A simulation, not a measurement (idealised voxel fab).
The following is a process module called voxel ribs on slabs.
Xsec cut, 180 nm wide, square cell size 5 nm.
This document writes a cross-section as a grid whose cells are square, and gives it as bands, listed from the top down; one or more rows of cells form a band.
Per band: top height and bottom height in nm, followed by the left-to-right materials and their widths in nm; "full width" marks a single material spanning edge to edge, "air" marks empty space.
Heights are expressed relative to 0, this being the level below which the as-received wafer comprises one material exclusively. The lowest band is unbounded in the downward direction and is denoted as in "0 down".
The width entry "30 to 40" should be interpreted row by row: the top row of cells in the band takes the first number, the bottom row takes the second number, and the change between adjacent rows is uniform throughout.
The designation "remained the same", where it is given for a processing step, indicates that no cell of the cross-section was altered in the course of that step.
"Fully enclosed voids" - sealed voids, min. 8 cells, no opening to top; format: width x height at distance (distance from left edge; nm throughout).
Anything after a step's settings on that line? It's the simulator's own note about the step.
overlay nm: where the mask lay relative to plan, measured to the right, on steps with a mask; negatives go left.
The process steps that were planned are listed below:
1) RECEIVE with material Si
2) DIRECTIONAL_DEP with material SiO2, thk nm 25
3) DIRECTIONAL_DEP with material polySi, thk nm 15
4) MASKED_ETCH with tone cover, mask id RIB, width nm 20, etch materials polySi, depth nm 10, overlay nm 0
5) PATTERN with tone cover, mask id SLAB, material resist, width nm 80, thk nm 15, overlay nm 0
6) DIRECTIONAL_ETCH with etch materials polySi, depth nm 5
7) STRIP with etch materials resist
8) FILL_DEP with material SiO2, thk nm 20
9) CMP with height nm 50
10) DIRECTIONAL_DEP with material W, thk nm 5
11) PATTERN with tone cover, mask id HEATER, material resist, width nm 30, thk nm 20, overlay nm 0
12) DIRECTIONAL_ETCH with etch materials W, depth nm 5
13) STRIP with etch materials resist
14) CONFORMAL_DEP with material SiN, thk nm 10
Shown in cross-section is the wafer as received, that is, as it stands after step 1:
    0 down  Si full width
    Fully enclosed voids: none
Wafer at module end, in section. Began as above, planned as above, run with one mistake:
    65 to 60  65 air; 50 SiN; 65 air
    60 to 55  SiN full width
    55 to 50  75 SiN; 30 W; 75 SiN
    50 to 40  SiO2 full width
    40 to 30  85 SiO2; 20 polySi; 75 SiO2
    30 to 25  50 SiO2; 80 polySi; 50 SiO2
    25 to 0  SiO2 full width
    0 down  Si full width
    Fully enclosed voids: none
What was done differently from what was planned? rather than as planned, step 4 actually ran as MASKED_ETCH with tone cover, mask id RIB, width nm 20, etch materials polySi, depth nm 10, overlay nm 5
